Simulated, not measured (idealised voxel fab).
process module | voxel gate over fins
cross-section cut | 260 nm wide | cells 5 nm
A cross-section is a grid of square cells, given in bands from the top down. A band is one or more rows of cells.
Each band's line starts with the height of the band's top and of its bottom, in nm. Then come its materials from left to right, each with its width in nm. One material with "throughout" fills the band from edge to edge. "air" is empty space.
Height 0 is the level under which the wafer as received is all one material. The lowest band goes on downwards, as in "0 down".
A width such as "30 to 40" changes by the same amount from each row of cells to the next, from the band's top row to its bottom row.
"no change" after a step means that no cell of the cross-section changed.
closed voids: empty space of 8 cells or more with no open way to the top, each as width x height at its distance from the left edge, in nm
after a step's settings: what the simulator itself notes on the step
overlay nm, on a step with a mask: how far to the right of its planned place the mask lay; to the left if negative
plan
1 op RECEIVE | material Si
2 op CONFORMAL_DEP | material SiN | thk nm 5
3 op MASKED_ETCH | tone cover | mask id FINS | width nm 15 | pitch nm 50 | etch materials SiN | depth nm 5 | overlay nm 0
4 op MASKED_ETCH | tone cover | mask id FINS | width nm 15 | pitch nm 50 | etch materials Si | depth nm 35 | overlay nm 0
5 op OXIDIZE | depth nm 5
6 op FILL_DEP | material SiO2 | thk nm 15
7 op CMP | height nm 5
8 op MASKED_ETCH | tone open | mask id RAIL | width nm 15 | etch materials SiO2 | depth nm 35 | overlay nm 0
9 op CONFORMAL_DEP | material TiN | thk nm 5
10 op FILL_DEP | material Ru | thk nm 5
11 op CMP | height nm 5
12 op SELECTIVE_ETCH | etch materials W Ru TiN | depth nm 20
13 op FILL_DEP | material SiO2 | thk nm 5
14 op CMP | height nm 5
15 op SELECTIVE_ETCH | etch materials SiO2 | depth nm 15
16 op STRIP | etch materials SiN
17 op CONFORMAL_DEP | material HfO2 | thk nm 5
18 op CONFORMAL_DEP | material TiN | thk nm 5
19 op CONFORMAL_DEP | material TiAl | thk nm 5
20 op CONFORMAL_DEP | material TiN | thk nm 5
21 op FILL_DEP | material W | thk nm 10
22 op CMP | height nm 25
23 op CONFORMAL_DEP | material SiCN | thk nm 5
as received, after step 1
  0 down: Si throughout
  closed voids: none
first wafer at the end, as planned
  30 to 25: SiCN throughout
  25 to 20: W throughout
  20 to 15: W 30 | TiN 45 | W 5 | TiN 45 | W 5 | TiN 45 | W 5 | TiN 45 | W 35
  15 to 10: W 30 | TiN 5 | TiAl 35 | TiN 5 | W 5 | TiN 5 | TiAl 35 | TiN 5 | W 5 | TiN 5 | TiAl 35 | TiN 5 | W 5 | TiN 5 | TiAl 35 | TiN 5 | W 35
  10 to 5: TiN 35 | TiAl 5 | TiN 25 | TiAl 5 | TiN 15 | TiAl 5 | TiN 25 | TiAl 5 | TiN 15 | TiAl 5 | TiN 25 | TiAl 5 | TiN 15 | TiAl 5 | TiN 25 | TiAl 5 | TiN 40
  5 to 0: TiAl 40 | TiN 5 | HfO2 15 | TiN 5 | TiAl 25 | TiN 5 | HfO2 15 | TiN 5 | TiAl 25 | TiN 5 | HfO2 15 | TiN 5 | TiAl 25 | TiN 5 | HfO2 15 | TiN 5 | TiAl 45
  0 to -5: TiN 45 | HfO2 5 | Si 5 | HfO2 5 | TiN 35 | HfO2 5 | Si 5 | HfO2 5 | TiN 35 | HfO2 5 | Si 5 | HfO2 5 | TiN 35 | HfO2 5 | Si 5 | HfO2 5 | TiN 50
  -5 to -10: HfO2 50 | Si 5 | HfO2 45 | Si 5 | HfO2 45 | Si 5 | HfO2 45 | Si 5 | HfO2 55
  -10 to -15: SiO2 50 | Si 5 | SiO2 45 | Si 5 | SiO2 45 | Si 5 | SiO2 45 | Si 5 | SiO2 55
  -15 to -25: SiO2 50 | Si 5 | SiO2 15 | TiN 5 | Ru 5 | TiN 5 | SiO2 15 | Si 5 | SiO2 45 | Si 5 | SiO2 45 | Si 5 | SiO2 55
  -25 to -30: SiO2 50 | Si 5 | SiO2 15 | TiN 15 | SiO2 15 | Si 5 | SiO2 45 | Si 5 | SiO2 45 | Si 5 | SiO2 55
  -30 to -40: SiO2 50 | Si 5 | SiO2 45 | Si 5 | SiO2 45 | Si 5 | SiO2 45 | Si 5 | SiO2 55
  -40 down: Si throughout
  closed voids: none
second wafer at the end: like start, like plan, one mistake
  30 to 25: SiCN throughout
  25 to 20: W throughout
  20 to 15: TiN throughout
  15 to 10: TiAl throughout
  10 to 5: TiN throughout
  5 to 0: HfO2 throughout
  0 to -15: SiO2 50 | Si 5 | SiO2 45 | Si 5 | SiO2 45 | Si 5 | SiO2 45 | Si 5 | SiO2 55
  -15 to -25: SiO2 50 | Si 5 | SiO2 15 | TiN 5 | Ru 5 | TiN 5 | SiO2 15 | Si 5 | SiO2 45 | Si 5 | SiO2 45 | Si 5 | SiO2 55
  -25 to -30: SiO2 50 | Si 5 | SiO2 15 | TiN 15 | SiO2 15 | Si 5 | SiO2 45 | Si 5 | SiO2 45 | Si 5 | SiO2 55
  -30 to -40: SiO2 50 | Si 5 | SiO2 45 | Si 5 | SiO2 45 | Si 5 | SiO2 45 | Si 5 | SiO2 55
  -40 down: Si throughout
  closed voids: none
what went wrong: step 15 ran as: op SELECTIVE_ETCH | etch materials SiO2 | depth nm 5
at the end the second wafer has, in cells: 16 fewer of HfO2 | 96 more of SiO2 | 16 fewer of TiAl | 32 fewer of TiN | 32 fewer of W
